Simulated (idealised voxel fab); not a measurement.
voxel capacitor over wiring: a process module
Section cut is 190 nm wide and gridded with 5 nm square cells.
Bands, listed from the top down, are how a cross-section gets written in this document; the cross-section itself is a grid of square cells, and a band is one or more rows of them.
The band entry comprises the height of the band's top followed by the height of its bottom, expressed in nm, and subsequently the band's materials from left to right, each stated together with its width in nm. Where a single material is marked with the word "everywhere", that material fills the band from edge to edge. The word "blank" represents empty space.
Note: height 0 marks the level under which the wafer is uniformly one material as received. Lowest band unbounded below, written "from 0 down".
The expression "30->40" gives the width at the extremes of the band, the first number at its top row of cells and the second at its bottom row, with the width changing by equal amounts from each row to the next in between.
"no modification" means the step left every cell of the cross-section as it was.
Entry "Sealed voids". Content: empty spaces with no open connection to the top, size 8 cells or greater. Each: width x height at distance. Distance: from left edge. Unit: nm.
after a step's settings: what the simulator itself notes on the step
What "overlay nm" on a step's line means: if the step has a mask, that mask lay this far to the right of its planned place, or, when the value is negative, to the left.
Process steps - plan
1) RECEIVE, material Si
2) CONFORMAL_DEP, material SiO2, thk nm 10
3) CONFORMAL_DEP, material SiN, thk nm 5
4) DIRECTIONAL_DEP, material SiO2, thk nm 15
5) DIRECTIONAL_DEP, material aC, thk nm 10
6) PATTERN, tone open, mask id METAL_1, material resist, width nm 30, pitch nm 80, thk nm 30, overlay nm 0
7) DIRECTIONAL_ETCH, etch materials aC, depth nm 10
8) STRIP, etch materials resist
9) DIRECTIONAL_ETCH, etch materials SiO2, depth nm 15
10) DIRECTIONAL_ETCH, etch materials SiN, depth nm 5
11) STRIP, etch materials aC
12) CONFORMAL_DEP, material TiN, thk nm 5
13) FILL_DEP, material Ru, thk nm 10
14) CMP, height nm 30
15) EPI, material Ru, thk nm 5
16) FILL_DEP, material SiCN, thk nm 5
17) DIRECTIONAL_DEP, material SiO2, thk nm 10
18) MASKED_ETCH, tone open, mask id PLUG_1, width nm 15, etch materials SiO2, depth nm 10, overlay nm 0
19) MASKED_ETCH, tone open, mask id PLUG_1, width nm 15, etch materials SiCN, depth nm 5, overlay nm 0
20) CONFORMAL_DEP, material TiN, thk nm 5
21) FILL_DEP, material Cu, thk nm 5
22) CMP, height nm 50
23) DIRECTIONAL_DEP, material TiN, thk nm 5
24) DIRECTIONAL_DEP, material HfO2, thk nm 5
25) DIRECTIONAL_DEP, material TiN, thk nm 10
26) DIRECTIONAL_DEP, material aC, thk nm 15
27) PATTERN, tone cover, mask id UPPER_PLATE, material resist, width nm 55, thk nm 30, overlay nm 0
28) DIRECTIONAL_ETCH, etch materials aC, depth nm 15
29) STRIP, etch materials resist
30) DIRECTIONAL_ETCH, etch materials TiN, depth nm 10
31) DIRECTIONAL_ETCH, etch materials HfO2, depth nm 5
32) STRIP, etch materials aC
33) PATTERN, tone cover, mask id LOWER_PLATE, material resist, width nm 65, thk nm 15, overlay nm 0
34) DIRECTIONAL_ETCH, etch materials TiN, depth nm 5
35) STRIP, etch materials resist
36) FILL_DEP, material SiO2, thk nm 20
37) CMP, height nm 85
38) MASKED_ETCH, tone open, mask id PLUG_2, width nm 15, etch materials SiO2, depth nm 15, overlay nm 0
39) CONFORMAL_DEP, material TiN, thk nm 5
40) FILL_DEP, material W, thk nm 5
41) CMP, height nm 85
42) CONFORMAL_DEP, material SiCN, thk nm 5
First of two wafers - as planned
as received, after step 1
* from 0 down: Si everywhere
* Sealed voids: none
Wafer xsec, post step 2
* from 10 to 0: SiO2 everywhere
* Nothing below the height 0 has changed.
Wafer xsec, post step 3
* from 15 to 10: SiN everywhere
* Nothing below the height 10 has changed.
Wafer xsec, post step 4
* from 30 to 15: SiO2 everywhere
* Nothing below the height 15 has changed.
Wafer xsec, post step 5
* from 40 to 30: aC everywhere
* Nothing below the height 30 has changed.
Wafer xsec, post step 6
* from 70 to 40: 40 resist, then 30 blank, then 50 resist, then 30 blank, then 40 resist
* Nothing below the height 40 has changed.
Wafer xsec, post step 7
* from 60 to 40: 40 resist, then 30 blank, then 50 resist, then 30 blank, then 40 resist
* from 40 to 30: 40 aC, then 30 blank, then 50 aC, then 30 blank, then 40 aC
* Nothing below the height 30 has changed.
Wafer xsec, post step 8
* from 40 to 30: 40 aC, then 30 blank, then 50 aC, then 30 blank, then 40 aC
* Nothing below the height 30 has changed.
Wafer xsec, post step 9
* from 40 to 30: 40 aC, then 30 blank, then 50 aC, then 30 blank, then 40 aC
* from 30 to 15: 40 SiO2, then 30 blank, then 50 SiO2, then 30 blank, then 40 SiO2
* Nothing below the height 15 has changed.
Wafer xsec, post step 10
* from 40 to 30: 40 aC, then 30 blank, then 50 aC, then 30 blank, then 40 aC
* from 30 to 15: 40 SiO2, then 30 blank, then 50 SiO2, then 30 blank, then 40 SiO2
* from 15 to 10: 40 SiN, then 30 blank, then 50 SiN, then 30 blank, then 40 SiN
* Nothing below the height 10 has changed.
Wafer xsec, post step 11
* from 30 to 15: 40 SiO2, then 30 blank, then 50 SiO2, then 30 blank, then 40 SiO2
* Nothing below the height 15 has changed.
Wafer xsec, post step 12
* from 35 to 30: 45 TiN, then 20 blank, then 60 TiN, then 20 blank, then 45 TiN
* from 30 to 15: 40 SiO2, then 5 TiN, then 20 blank, then 5 TiN, then 50 SiO2, then 5 TiN, then 20 blank, then 5 TiN, then 40 SiO2
* from 15 to 10: 40 SiN, then 30 TiN, then 50 SiN, then 30 TiN, then 40 SiN
* Nothing below the height 10 has changed.
Wafer xsec, post step 13
* from 45 to 35: Ru everywhere
* from 35 to 30: 45 TiN, then 20 Ru, then 60 TiN, then 20 Ru, then 45 TiN
* from 30 to 15: 40 SiO2, then 5 TiN, then 20 Ru, then 5 TiN, then 50 SiO2, then 5 TiN, then 20 Ru, then 5 TiN, then 40 SiO2
* Nothing below the height 15 has changed.
Wafer xsec, post step 14
* from 30 to 15: 40 SiO2, then 5 TiN, then 20 Ru, then 5 TiN, then 50 SiO2, then 5 TiN, then 20 Ru, then 5 TiN, then 40 SiO2
* Nothing below the height 15 has changed.
Wafer xsec, post step 15
* from 35 to 30: 35 blank, then 40 Ru, then 40 blank, then 40 Ru, then 35 blank
* Nothing below the height 30 has changed.
Wafer xsec, post step 16
* from 40 to 35: SiCN everywhere
* from 35 to 30: 35 SiCN, then 40 Ru, then 40 SiCN, then 40 Ru, then 35 SiCN
* Nothing below the height 30 has changed.
Wafer xsec, post step 17
* from 50 to 40: SiO2 everywhere
* Nothing below the height 40 has changed.
Wafer xsec, post step 18
* from 50 to 40: 55 SiO2, then 15 blank, then 120 SiO2
* Nothing below the height 40 has changed.
Wafer xsec, post step 19
* from 50 to 40: 55 SiO2, then 15 blank, then 120 SiO2
* from 40 to 35: 55 SiCN, then 15 blank, then 120 SiCN
* Nothing below the height 35 has changed.
Wafer xsec, post step 20
* from 55 to 50: 60 TiN, then 5 blank, then 125 TiN
* from 50 to 40: 55 SiO2, then 5 TiN, then 5 blank, then 5 TiN, then 120 SiO2
* from 40 to 35: 55 SiCN, then 15 TiN, then 120 SiCN
* Nothing below the height 35 has changed.
Wafer xsec, post step 21
* from 60 to 55: Cu everywhere
* from 55 to 50: 60 TiN, then 5 Cu, then 125 TiN
* from 50 to 40: 55 SiO2, then 5 TiN, then 5 Cu, then 5 TiN, then 120 SiO2
* Nothing below the height 40 has changed.
Wafer xsec, post step 22
* from 50 to 40: 55 SiO2, then 5 TiN, then 5 Cu, then 5 TiN, then 120 SiO2
* Nothing below the height 40 has changed.
Wafer xsec, post step 23
* from 55 to 50: TiN everywhere
* Nothing below the height 50 has changed.
Wafer xsec, post step 24
* from 60 to 55: HfO2 everywhere
* Nothing below the height 55 has changed.
Wafer xsec, post step 25
* from 70 to 60: TiN everywhere
* Nothing below the height 60 has changed.
Wafer xsec, post step 26
* from 85 to 70: aC everywhere
* Nothing below the height 70 has changed.
Wafer xsec, post step 27
* from 115 to 85: 55 blank, then 55 resist, then 80 blank
* Nothing below the height 85 has changed.
Wafer xsec, post step 28
* from 100 to 85: 55 blank, then 55 resist, then 80 blank
* from 85 to 70: 55 blank, then 55 aC, then 80 blank
* Nothing below the height 70 has changed.
Wafer xsec, post step 29
* from 85 to 70: 55 blank, then 55 aC, then 80 blank
* Nothing below the height 70 has changed.
Wafer xsec, post step 30
* from 85 to 70: 55 blank, then 55 aC, then 80 blank
* from 70 to 60: 55 blank, then 55 TiN, then 80 blank
* Nothing below the height 60 has changed.
Wafer xsec, post step 31
* from 85 to 70: 55 blank, then 55 aC, then 80 blank
* from 70 to 60: 55 blank, then 55 TiN, then 80 blank
* from 60 to 55: 55 blank, then 55 HfO2, then 80 blank
* Nothing below the height 55 has changed.
Wafer xsec, post step 32
* from 70 to 60: 55 blank, then 55 TiN, then 80 blank
* Nothing below the height 60 has changed.
Wafer xsec, post step 33
* from 85 to 70: 50 blank, then 65 resist, then 75 blank
* from 70 to 60: 50 blank, then 5 resist, then 55 TiN, then 5 resist, then 75 blank
* from 60 to 55: 50 blank, then 5 resist, then 55 HfO2, then 5 resist, then 75 blank
* Nothing below the height 55 has changed.
Wafer xsec, post step 34
* from 85 to 70: 50 blank, then 65 resist, then 75 blank
* from 70 to 60: 50 blank, then 5 resist, then 55 TiN, then 5 resist, then 75 blank
* from 60 to 55: 50 blank, then 5 resist, then 55 HfO2, then 5 resist, then 75 blank
* from 55 to 50: 50 blank, then 65 TiN, then 75 blank
* Nothing below the height 50 has changed.
Wafer xsec, post step 35
* from 70 to 60: 55 blank, then 55 TiN, then 80 blank
* from 60 to 55: 55 blank, then 55 HfO2, then 80 blank
* Nothing below the height 55 has changed.
Wafer xsec, post step 36
* from 90 to 70: SiO2 everywhere
* from 70 to 60: 55 SiO2, then 55 TiN, then 80 SiO2
* from 60 to 55: 55 SiO2, then 55 HfO2, then 80 SiO2
* from 55 to 50: 50 SiO2, then 65 TiN, then 75 SiO2
* Nothing below the height 50 has changed.
Wafer xsec, post step 37
* from 85 to 70: SiO2 everywhere
* Nothing below the height 70 has changed.
Wafer xsec, post step 38
* from 85 to 70: 65 SiO2, then 15 blank, then 110 SiO2
* Nothing below the height 70 has changed.
Wafer xsec, post step 39
* from 90 to 85: 70 TiN, then 5 blank, then 115 TiN
* from 85 to 75: 65 SiO2, then 5 TiN, then 5 blank, then 5 TiN, then 110 SiO2
* from 75 to 70: 65 SiO2, then 15 TiN, then 110 SiO2
* Nothing below the height 70 has changed.
Wafer xsec, post step 40
* from 95 to 90: W everywhere
* from 90 to 85: 70 TiN, then 5 W, then 115 TiN
* from 85 to 75: 65 SiO2, then 5 TiN, then 5 W, then 5 TiN, then 110 SiO2
* Nothing below the height 75 has changed.
Wafer xsec, post step 41
* from 85 to 75: 65 SiO2, then 5 TiN, then 5 W, then 5 TiN, then 110 SiO2
* Nothing below the height 75 has changed.
Wafer xsec, post step 42
* from 90 to 85: SiCN everywhere
* Nothing below the height 85 has changed.
The second wafer: identical to the first at the outset and in its planned sequence, differing only in that one mistake was made during processing; up to and including step 29, its path is the first wafer's path
Cross-sectional representation of the second wafer at the time designated in the plan for the completion of step 30
* from 85 to 70: 55 blank, then 55 aC, then 80 blank
* from 70 to 60: 55 blank, then 55 TiN, then 80 blank
* Nothing below the height 60 has changed.
Cross-sectional representation of the second wafer at the time designated in the plan for the completion of step 31
* from 85 to 70: 55 blank, then 55 aC, then 80 blank
* from 70 to 60: 55 blank, then 55 TiN, then 80 blank
* from 60 to 55: 55 blank, then 55 HfO2, then 80 blank
* Nothing below the height 55 has changed.
Cross-sectional representation of the second wafer at the time designated in the plan for the completion of step 32
* from 70 to 60: 55 blank, then 55 TiN, then 80 blank
* Nothing below the height 60 has changed.
Cross-sectional representation of the second wafer at the time designated in the plan for the completion of step 33
* from 85 to 70: 50 blank, then 65 resist, then 75 blank
* from 70 to 60: 50 blank, then 5 resist, then 55 TiN, then 5 resist, then 75 blank
* from 60 to 55: 50 blank, then 5 resist, then 55 HfO2, then 5 resist, then 75 blank
* Nothing below the height 55 has changed.
Cross-sectional representation of the second wafer at the time designated in the plan for the completion of step 34
* from 85 to 70: 50 blank, then 65 resist, then 75 blank
* from 70 to 60: 50 blank, then 5 resist, then 55 TiN, then 5 resist, then 75 blank
* from 60 to 55: 50 blank, then 5 resist, then 55 HfO2, then 5 resist, then 75 blank
* from 55 to 50: 50 blank, then 65 TiN, then 75 blank
* Nothing below the height 50 has changed.
Cross-sectional representation of the second wafer at the time designated in the plan for the completion of step 35
* from 70 to 60: 55 blank, then 55 TiN, then 80 blank
* from 60 to 55: 55 blank, then 55 HfO2, then 80 blank
* Nothing below the height 55 has changed.
Cross-sectional representation of the second wafer at the time designated in the plan for the completion of step 36
* from 90 to 70: SiO2 everywhere
* from 70 to 60: 55 SiO2, then 55 TiN, then 80 SiO2
* from 60 to 55: 55 SiO2, then 55 HfO2, then 80 SiO2
* from 55 to 50: 50 SiO2, then 65 TiN, then 75 SiO2
* Nothing below the height 50 has changed.
Cross-sectional representation of the second wafer at the time designated in the plan for the completion of step 37
* from 85 to 70: SiO2 everywhere
* Nothing below the height 70 has changed.
Cross-sectional representation of the second wafer at the time designated in the plan for the completion of step 38
* from 85 to 70: 65 SiO2, then 15 blank, then 110 SiO2
* Nothing below the height 70 has changed.
Cross-sectional representation of the second wafer at the time designated in the plan for the completion of step 39
* from 90 to 85: 70 TiN, then 5 blank, then 115 TiN
* from 85 to 75: 65 SiO2, then 5 TiN, then 5 blank, then 5 TiN, then 110 SiO2
* from 75 to 70: 65 SiO2, then 15 TiN, then 110 SiO2
* Nothing below the height 70 has changed.
Cross-sectional representation of the second wafer at the time designated in the plan for the completion of step 40
* from 95 to 90: W everywhere
* from 90 to 85: 70 TiN, then 5 W, then 115 TiN
* from 85 to 75: 65 SiO2, then 5 TiN, then 5 W, then 5 TiN, then 110 SiO2
* Nothing below the height 75 has changed.
Cross-sectional representation of the second wafer at the time designated in the plan for the completion of step 41
* from 85 to 75: 65 SiO2, then 5 TiN, then 5 W, then 5 TiN, then 110 SiO2
* Nothing below the height 75 has changed.
Cross-sectional representation of the second wafer at the time designated in the plan for the completion of step 42
* from 90 to 85: SiCN everywhere
* Nothing below the height 85 has changed.
Nonconformance to the process plan: step 30 was run twice
Upon completion, the cross-sectional profiles of the two wafers are identical; consequently, the error exerts no influence on the quantities computed by this model.
